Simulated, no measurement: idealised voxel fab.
Process module name: voxel trench capacitor
230 nm wide, 5 nm square cells: that's cross-section cut.
When this document writes out a cross-section, it uses a grid of square cells and lists it as bands, beginning at the top and moving down, with a band standing for one or more rows of cells. What a band's entry tells you: where the top is and where the bottom is, as heights in nm, and after that what lies inside, material by material from left to right, each with its width in nm. Empty space is written as the word "empty", and a single material marked with the word "edge to edge" occupies the band from edge to edge. Basically, 0 is our baseline, since under it the wafer straight out of the box is all one material. The bottom band has no lower end and keeps on going down, so it looks like "0 -> down". The width entry "30 to 40" should be interpreted row by row: the top row of cells in the band takes the first number, the bottom row takes the second number, and the change between adjacent rows is uniform throughout. The designation "remains unaltered", where it is given for a processing step, indicates that no cell of the cross-section was altered in the course of that step. "Closed void roster" - sealed voids, min. 8 cells, no opening to top; format: width x height at distance (distance from left edge; nm throughout). On each step's line, the part that comes after the settings is the simulator's own comment on the step. Each step line may optionally specify "overlay nm", which for a step with a mask gives the rightward distance between the mask's planned place and where it lay, a negative value indicating the leftward direction.
[Process steps - plan]
1,RECEIVE: material Si
2,CONFORMAL_DEP: material SiN, thk nm 5
3,DIRECTIONAL_DEP: material aC, thk nm 15
4,PATTERN: tone open, mask id TRENCH, material resist, width nm 30, pitch nm 55, thk nm 35, overlay nm 0
5,DIRECTIONAL_ETCH: etch materials aC, depth nm 15
6,STRIP: etch materials resist
7,DIRECTIONAL_ETCH: etch materials SiN, depth nm 5
8,DIRECTIONAL_ETCH: etch materials Si, depth nm 35
9,STRIP: etch materials aC
10,CONFORMAL_DEP: material HfO2, thk nm 5
11,CONFORMAL_DEP: material TiN, thk nm 5
12,FILL_DEP: material W, thk nm 5
13,CMP: height nm 5
[The first of the two wafers, which ran as planned]
[Cross-section of the wafer upon arrival, representing the state reached after step 1]
> 0 -> down | Si edge to edge
> Closed void roster: none
[Once step 2 is through, the wafer looks like this in cross-section]
> 5 -> 0 | SiN edge to edge
> Everything under 0 stays put, no change at all.
[Once step 3 is through, the wafer looks like this in cross-section]
> 20 -> 5 | aC edge to edge
> Everything under 5 stays put, no change at all.
[Once step 4 is through, the wafer looks like this in cross-section]
> 55 -> 20 | resist (15) / empty (30) / resist (25) / empty (30) / resist (25) / empty (30) / resist (25) / empty (30) / resist (20)
> Everything under 20 stays put, no change at all.
[Once step 5 is through, the wafer looks like this in cross-section]
> 40 -> 20 | resist (15) / empty (30) / resist (25) / empty (30) / resist (25) / empty (30) / resist (25) / empty (30) / resist (20)
> 20 -> 5 | aC (15) / empty (30) / aC (25) / empty (30) / aC (25) / empty (30) / aC (25) / empty (30) / aC (20)
> Everything under 5 stays put, no change at all.
[Once step 6 is through, the wafer looks like this in cross-section]
> 20 -> 5 | aC (15) / empty (30) / aC (25) / empty (30) / aC (25) / empty (30) / aC (25) / empty (30) / aC (20)
> Everything under 5 stays put, no change at all.
[Once step 7 is through, the wafer looks like this in cross-section]
> 20 -> 5 | aC (15) / empty (30) / aC (25) / empty (30) / aC (25) / empty (30) / aC (25) / empty (30) / aC (20)
> 5 -> 0 | SiN (15) / empty (30) / SiN (25) / empty (30) / SiN (25) / empty (30) / SiN (25) / empty (30) / SiN (20)
> Everything under 0 stays put, no change at all.
[Once step 8 is through, the wafer looks like this in cross-section]
> 20 -> 5 | aC (15) / empty (30) / aC (25) / empty (30) / aC (25) / empty (30) / aC (25) / empty (30) / aC (20)
> 5 -> 0 | SiN (15) / empty (30) / SiN (25) / empty (30) / SiN (25) / empty (30) / SiN (25) / empty (30) / SiN (20)
> 0 -> -35 | Si (15) / empty (30) / Si (25) / empty (30) / Si (25) / empty (30) / Si (25) / empty (30) / Si (20)
> Everything under -35 stays put, no change at all.
[Once step 9 is through, the wafer looks like this in cross-section]
> 5 -> 0 | SiN (15) / empty (30) / SiN (25) / empty (30) / SiN (25) / empty (30) / SiN (25) / empty (30) / SiN (20)
> Everything under 0 stays put, no change at all.
[Once step 10 is through, the wafer looks like this in cross-section]
> 10 -> 5 | HfO2 (20) / empty (20) / HfO2 (35) / empty (20) / HfO2 (35) / empty (20) / HfO2 (35) / empty (20) / HfO2 (25)
> 5 -> 0 | SiN (15) / HfO2 (5) / empty (20) / HfO2 (5) / SiN (25) / HfO2 (5) / empty (20) / HfO2 (5) / SiN (25) / HfO2 (5) / empty (20) / HfO2 (5) / SiN (25) / HfO2 (5) / empty (20) / HfO2 (5) / SiN (20)
> 0 -> -30 | Si (15) / HfO2 (5) / empty (20) / HfO2 (5) / Si (25) / HfO2 (5) / empty (20) / HfO2 (5) / Si (25) / HfO2 (5) / empty (20) / HfO2 (5) / Si (25) / HfO2 (5) / empty (20) / HfO2 (5) / Si (20)
> -30 -> -35 | Si (15) / HfO2 (30) / Si (25) / HfO2 (30) / Si (25) / HfO2 (30) / Si (25) / HfO2 (30) / Si (20)
> Everything under -35 stays put, no change at all.
[Once step 11 is through, the wafer looks like this in cross-section]
> 15 -> 10 | TiN (25) / empty (10) / TiN (45) / empty (10) / TiN (45) / empty (10) / TiN (45) / empty (10) / TiN (30)
> 10 -> 5 | HfO2 (20) / TiN (5) / empty (10) / TiN (5) / HfO2 (35) / TiN (5) / empty (10) / TiN (5) / HfO2 (35) / TiN (5) / empty (10) / TiN (5) / HfO2 (35) / TiN (5) / empty (10) / TiN (5) / HfO2 (25)
> 5 -> 0 | SiN (15) / HfO2 (5) / TiN (5) / empty (10) / TiN (5) / HfO2 (5) / SiN (25) / HfO2 (5) / TiN (5) / empty (10) / TiN (5) / HfO2 (5) / SiN (25) / HfO2 (5) / TiN (5) / empty (10) / TiN (5) / HfO2 (5) / SiN (25) / HfO2 (5) / TiN (5) / empty (10) / TiN (5) / HfO2 (5) / SiN (20)
> 0 -> -25 | Si (15) / HfO2 (5) / TiN (5) / empty (10) / TiN (5) / HfO2 (5) / Si (25) / HfO2 (5) / TiN (5) / empty (10) / TiN (5) / HfO2 (5) / Si (25) / HfO2 (5) / TiN (5) / empty (10) / TiN (5) / HfO2 (5) / Si (25) / HfO2 (5) / TiN (5) / empty (10) / TiN (5) / HfO2 (5) / Si (20)
> -25 -> -30 | Si (15) / HfO2 (5) / TiN (20) / HfO2 (5) / Si (25) / HfO2 (5) / TiN (20) / HfO2 (5) / Si (25) / HfO2 (5) / TiN (20) / HfO2 (5) / Si (25) / HfO2 (5) / TiN (20) / HfO2 (5) / Si (20)
> Everything under -30 stays put, no change at all.
[Once step 12 is through, the wafer looks like this in cross-section]
> 20 -> 15 | W edge to edge
> 15 -> 10 | TiN (25) / W (10) / TiN (45) / W (10) / TiN (45) / W (10) / TiN (45) / W (10) / TiN (30)
> 10 -> 5 | HfO2 (20) / TiN (5) / W (10) / TiN (5) / HfO2 (35) / TiN (5) / W (10) / TiN (5) / HfO2 (35) / TiN (5) / W (10) / TiN (5) / HfO2 (35) / TiN (5) / W (10) / TiN (5) / HfO2 (25)
> 5 -> 0 | SiN (15) / HfO2 (5) / TiN (5) / W (10) / TiN (5) / HfO2 (5) / SiN (25) / HfO2 (5) / TiN (5) / W (10) / TiN (5) / HfO2 (5) / SiN (25) / HfO2 (5) / TiN (5) / W (10) / TiN (5) / HfO2 (5) / SiN (25) / HfO2 (5) / TiN (5) / W (10) / TiN (5) / HfO2 (5) / SiN (20)
> 0 -> -25 | Si (15) / HfO2 (5) / TiN (5) / W (10) / TiN (5) / HfO2 (5) / Si (25) / HfO2 (5) / TiN (5) / W (10) / TiN (5) / HfO2 (5) / Si (25) / HfO2 (5) / TiN (5) / W (10) / TiN (5) / HfO2 (5) / Si (25) / HfO2 (5) / TiN (5) / W (10) / TiN (5) / HfO2 (5) / Si (20)
> Everything under -25 stays put, no change at all.
[Once step 13 is through, the wafer looks like this in cross-section]
> 5 -> 0 | SiN (15) / HfO2 (5) / TiN (5) / W (10) / TiN (5) / HfO2 (5) / SiN (25) / HfO2 (5) / TiN (5) / W (10) / TiN (5) / HfO2 (5) / SiN (25) / HfO2 (5) / TiN (5) / W (10) / TiN (5) / HfO2 (5) / SiN (25) / HfO2 (5) / TiN (5) / W (10) / TiN (5) / HfO2 (5) / SiN (20)
> Everything under 0 stays put, no change at all.
[Second wafer - shared start and plan with the first - one error in running - same as the first up to step 3 inclusive]
[Cross-section, second wafer, at the end time the plan gives for step 4]
> 55 -> 20 | resist (20) / empty (30) / resist (25) / empty (30) / resist (25) / empty (30) / resist (25) / empty (30) / resist (15)
> Everything under 20 stays put, no change at all.
[Cross-section, second wafer, at the end time the plan gives for step 5]
> 40 -> 20 | resist (20) / empty (30) / resist (25) / empty (30) / resist (25) / empty (30) / resist (25) / empty (30) / resist (15)
> 20 -> 5 | aC (20) / empty (30) / aC (25) / empty (30) / aC (25) / empty (30) / aC (25) / empty (30) / aC (15)
> Everything under 5 stays put, no change at all.
[Cross-section, second wafer, at the end time the plan gives for step 6]
> 20 -> 5 | aC (20) / empty (30) / aC (25) / empty (30) / aC (25) / empty (30) / aC (25) / empty (30) / aC (15)
> Everything under 5 stays put, no change at all.
[Cross-section, second wafer, at the end time the plan gives for step 7]
> 20 -> 5 | aC (20) / empty (30) / aC (25) / empty (30) / aC (25) / empty (30) / aC (25) / empty (30) / aC (15)
> 5 -> 0 | SiN (20) / empty (30) / SiN (25) / empty (30) / SiN (25) / empty (30) / SiN (25) / empty (30) / SiN (15)
> Everything under 0 stays put, no change at all.
[Cross-section, second wafer, at the end time the plan gives for step 8]
> 20 -> 5 | aC (20) / empty (30) / aC (25) / empty (30) / aC (25) / empty (30) / aC (25) / empty (30) / aC (15)
> 5 -> 0 | SiN (20) / empty (30) / SiN (25) / empty (30) / SiN (25) / empty (30) / SiN (25) / empty (30) / SiN (15)
> 0 -> -35 | Si (20) / empty (30) / Si (25) / empty (30) / Si (25) / empty (30) / Si (25) / empty (30) / Si (15)
> Everything under -35 stays put, no change at all.
[Cross-section, second wafer, at the end time the plan gives for step 9]
> 5 -> 0 | SiN (20) / empty (30) / SiN (25) / empty (30) / SiN (25) / empty (30) / SiN (25) / empty (30) / SiN (15)
> Everything under 0 stays put, no change at all.
[Cross-section, second wafer, at the end time the plan gives for step 10]
> 10 -> 5 | HfO2 (25) / empty (20) / HfO2 (35) / empty (20) / HfO2 (35) / empty (20) / HfO2 (35) / empty (20) / HfO2 (20)
> 5 -> 0 | SiN (20) / HfO2 (5) / empty (20) / HfO2 (5) / SiN (25) / HfO2 (5) / empty (20) / HfO2 (5) / SiN (25) / HfO2 (5) / empty (20) / HfO2 (5) / SiN (25) / HfO2 (5) / empty (20) / HfO2 (5) / SiN (15)
> 0 -> -30 | Si (20) / HfO2 (5) / empty (20) / HfO2 (5) / Si (25) / HfO2 (5) / empty (20) / HfO2 (5) / Si (25) / HfO2 (5) / empty (20) / HfO2 (5) / Si (25) / HfO2 (5) / empty (20) / HfO2 (5) / Si (15)
> -30 -> -35 | Si (20) / HfO2 (30) / Si (25) / HfO2 (30) / Si (25) / HfO2 (30) / Si (25) / HfO2 (30) / Si (15)
> Everything under -35 stays put, no change at all.
[Cross-section, second wafer, at the end time the plan gives for step 11]
> 15 -> 10 | TiN (30) / empty (10) / TiN (45) / empty (10) / TiN (45) / empty (10) / TiN (45) / empty (10) / TiN (25)
> 10 -> 5 | HfO2 (25) / TiN (5) / empty (10) / TiN (5) / HfO2 (35) / TiN (5) / empty (10) / TiN (5) / HfO2 (35) / TiN (5) / empty (10) / TiN (5) / HfO2 (35) / TiN (5) / empty (10) / TiN (5) / HfO2 (20)
> 5 -> 0 | SiN (20) / HfO2 (5) / TiN (5) / empty (10) / TiN (5) / HfO2 (5) / SiN (25) / HfO2 (5) / TiN (5) / empty (10) / TiN (5) / HfO2 (5) / SiN (25) / HfO2 (5) / TiN (5) / empty (10) / TiN (5) / HfO2 (5) / SiN (25) / HfO2 (5) / TiN (5) / empty (10) / TiN (5) / HfO2 (5) / SiN (15)
> 0 -> -25 | Si (20) / HfO2 (5) / TiN (5) / empty (10) / TiN (5) / HfO2 (5) / Si (25) / HfO2 (5) / TiN (5) / empty (10) / TiN (5) / HfO2 (5) / Si (25) / HfO2 (5) / TiN (5) / empty (10) / TiN (5) / HfO2 (5) / Si (25) / HfO2 (5) / TiN (5) / empty (10) / TiN (5) / HfO2 (5) / Si (15)
> -25 -> -30 | Si (20) / HfO2 (5) / TiN (20) / HfO2 (5) / Si (25) / HfO2 (5) / TiN (20) / HfO2 (5) / Si (25) / HfO2 (5) / TiN (20) / HfO2 (5) / Si (25) / HfO2 (5) / TiN (20) / HfO2 (5) / Si (15)
> Everything under -30 stays put, no change at all.
[Cross-section, second wafer, at the end time the plan gives for step 12]
> 20 -> 15 | W edge to edge
> 15 -> 10 | TiN (30) / W (10) / TiN (45) / W (10) / TiN (45) / W (10) / TiN (45) / W (10) / TiN (25)
> 10 -> 5 | HfO2 (25) / TiN (5) / W (10) / TiN (5) / HfO2 (35) / TiN (5) / W (10) / TiN (5) / HfO2 (35) / TiN (5) / W (10) / TiN (5) / HfO2 (35) / TiN (5) / W (10) / TiN (5) / HfO2 (20)
> 5 -> 0 | SiN (20) / HfO2 (5) / TiN (5) / W (10) / TiN (5) / HfO2 (5) / SiN (25) / HfO2 (5) / TiN (5) / W (10) / TiN (5) / HfO2 (5) / SiN (25) / HfO2 (5) / TiN (5) / W (10) / TiN (5) / HfO2 (5) / SiN (25) / HfO2 (5) / TiN (5) / W (10) / TiN (5) / HfO2 (5) / SiN (15)
> 0 -> -25 | Si (20) / HfO2 (5) / TiN (5) / W (10) / TiN (5) / HfO2 (5) / Si (25) / HfO2 (5) / TiN (5) / W (10) / TiN (5) / HfO2 (5) / Si (25) / HfO2 (5) / TiN (5) / W (10) / TiN (5) / HfO2 (5) / Si (25) / HfO2 (5) / TiN (5) / W (10) / TiN (5) / HfO2 (5) / Si (15)
> Everything under -25 stays put, no change at all.
[Cross-section, second wafer, at the end time the plan gives for step 13]
> 5 -> 0 | SiN (20) / HfO2 (5) / TiN (5) / W (10) / TiN (5) / HfO2 (5) / SiN (25) / HfO2 (5) / TiN (5) / W (10) / TiN (5) / HfO2 (5) / SiN (25) / HfO2 (5) / TiN (5) / W (10) / TiN (5) / HfO2 (5) / SiN (25) / HfO2 (5) / TiN (5) / W (10) / TiN (5) / HfO2 (5) / SiN (15)
> Everything under 0 stays put, no change at all.
The plan and the run diverged here: step 4: run off-plan, actual operation and settings PATTERN: tone open, mask id TRENCH, material resist, width nm 30, pitch nm 55, thk nm 35, overlay nm 5
At the end, each material covers as many cells on the second wafer as it does on the first, though the cells it covers are elsewhere.
